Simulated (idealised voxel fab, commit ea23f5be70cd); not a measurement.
Process module heading - voxel self aligned contacts
Square cells of 5 nm make up the cross-section cut, whose width is 185 nm.
Just so we're on the same page, the cross-sections are grids of square cells, and they're listed out in bands top to bottom, each band one or more rows deep.
Basically the band line says how high the top is and how high the bottom is, in nm, and then what's in it from left to right, every material with its width in nm. Empty space shows up as "air", and if a single material carries "everywhere" it runs the full band edge to edge.
The reference from which all heights are counted is 0, the level beneath which the as-received wafer is entirely one material; the lowest band, having no lower bound, proceeds downward and is written after the example "0 down".
Think of "30 to 40" as a width that walks from the first number to the second as you go down the band, top row to bottom row, taking equal-sized steps from row to row.
Any step labelled "no alterations made" changed none of the cells in the cross-section.
Empty spaces counting at least 8 cells and having no open way to the top are listed in "Sealed voids". The notation width x height at distance is used for each, the distance being from the left edge and all three values in nm.
after a step's settings: what the simulator itself notes on the step
overlay nm: for a step with a mask, the amount by which the mask lay right of where it was planned; a negative amount means left of it.
Planned step list for the process
1,RECEIVE [material Si]
2,CONFORMAL_DEP [material SiO2] [thk nm 5]
3,DIRECTIONAL_DEP [material polySi] [thk nm 10]
4,DIRECTIONAL_DEP [material SiN] [thk nm 15]
5,DIRECTIONAL_DEP [material aC] [thk nm 10]
6,PATTERN [tone cover] [mask id GATE] [material resist] [width nm 30] [pitch nm 65] [thk nm 30] [overlay nm 0]
7,DIRECTIONAL_ETCH [etch materials aC] [depth nm 10]
8,STRIP [etch materials resist]
9,DIRECTIONAL_ETCH [etch materials SiN] [depth nm 15]
10,DIRECTIONAL_ETCH [etch materials polySi] [depth nm 20]
11,STRIP [etch materials aC]
12,CONFORMAL_DEP [material SiN] [thk nm 5]
13,DIRECTIONAL_ETCH [etch materials SiN] [depth nm 5]
14,FILL_DEP [material SiO2] [thk nm 15]
15,CMP [height nm 45]
16,DIRECTIONAL_DEP [material aC] [thk nm 15]
17,PATTERN [tone open] [mask id CONTACT] [material resist] [width nm 45] [thk nm 30] [overlay nm 0]
18,DIRECTIONAL_ETCH [etch materials aC] [depth nm 15]
19,STRIP [etch materials resist]
20,DIRECTIONAL_ETCH [etch materials SiO2] [depth nm 45]
21,STRIP [etch materials aC]
22,CONFORMAL_DEP [material TiN] [thk nm 5]
23,FILL_DEP [material W] [thk nm 10]
24,CMP [height nm 45]
25,CONFORMAL_DEP [material SiCN] [thk nm 5]
Don't read the plan's thk nm for step 3 as applying to every wafer: that's the first wafer's value, and the wafers differ in it, though they all start identical.
First of several wafers (as received, post step 1), cross-sectional view
- 0 down  Si everywhere
- Sealed voids: none
Shown in cross-section: the first of several wafers at the end of the module, after its last step, step 25
- 50 to 45  SiCN everywhere
- 45 to 35  SiO2=70 / TiN=5 / W=35 / TiN=5 / SiO2=70
- 35 to 30  SiO2=70 / TiN=15 / W=15 / TiN=15 / SiO2=70
- 30 to 15  SiO2=40 / SiN=40 / TiN=5 / W=15 / TiN=5 / SiN=40 / SiO2=40
- 15 to 5  SiO2=40 / SiN=5 / polySi=30 / SiN=5 / TiN=5 / W=15 / TiN=5 / SiN=5 / polySi=30 / SiN=5 / SiO2=40
- 5 to 0  SiO2=80 / TiN=25 / SiO2=80
- 0 down  Si everywhere
- Sealed voids: none
Last-wafer cross-section at the end of the module
- 50 to 45  SiCN everywhere
- 45 to 40  SiO2=40 / SiN=40 / TiN=5 / W=15 / TiN=5 / SiN=40 / SiO2=40
- 40 to 25  SiO2=40 / SiN=5 / polySi=30 / SiN=5 / TiN=5 / W=15 / TiN=5 / SiN=5 / polySi=30 / SiN=5 / SiO2=40
- 25 to 20  SiO2=40 / SiN=5 / polySi=30 / SiN=5 / TiN=25 / SiN=5 / polySi=30 / SiN=5 / SiO2=40
- 20 to 5  polySi everywhere
- 5 to 0  SiO2 everywhere
- 0 down  Si everywhere
- Sealed voids: none
Per-wafer rows below. For each material: cells gained (+) or lost (-) since the wafer was received, as of end of module. Then: closed voids
thk nm 10; +37 SiCN; +56 SiN; +196 SiO2; +25 TiN; +32 W; +24 polySi; Sealed voids: none
thk nm 15; +37 SiCN; +60 SiN; +184 SiO2; +25 TiN; +28 W; +36 polySi; Sealed voids: none
thk nm 20; +37 SiCN; +64 SiN; +172 SiO2; +25 TiN; +24 W; +48 polySi; Sealed voids: none
thk nm 25; +37 SiCN; +64 SiN; +149 SiO2; +17 TiN; +18 W; +85 polySi; Sealed voids: none
thk nm 30; +37 SiCN; +48 SiN; +133 SiO2; +15 TiN; +15 W; +122 polySi; Sealed voids: none
thk nm 35; +37 SiCN; +32 SiN; +117 SiO2; +13 TiN; +12 W; +159 polySi; Sealed voids: none
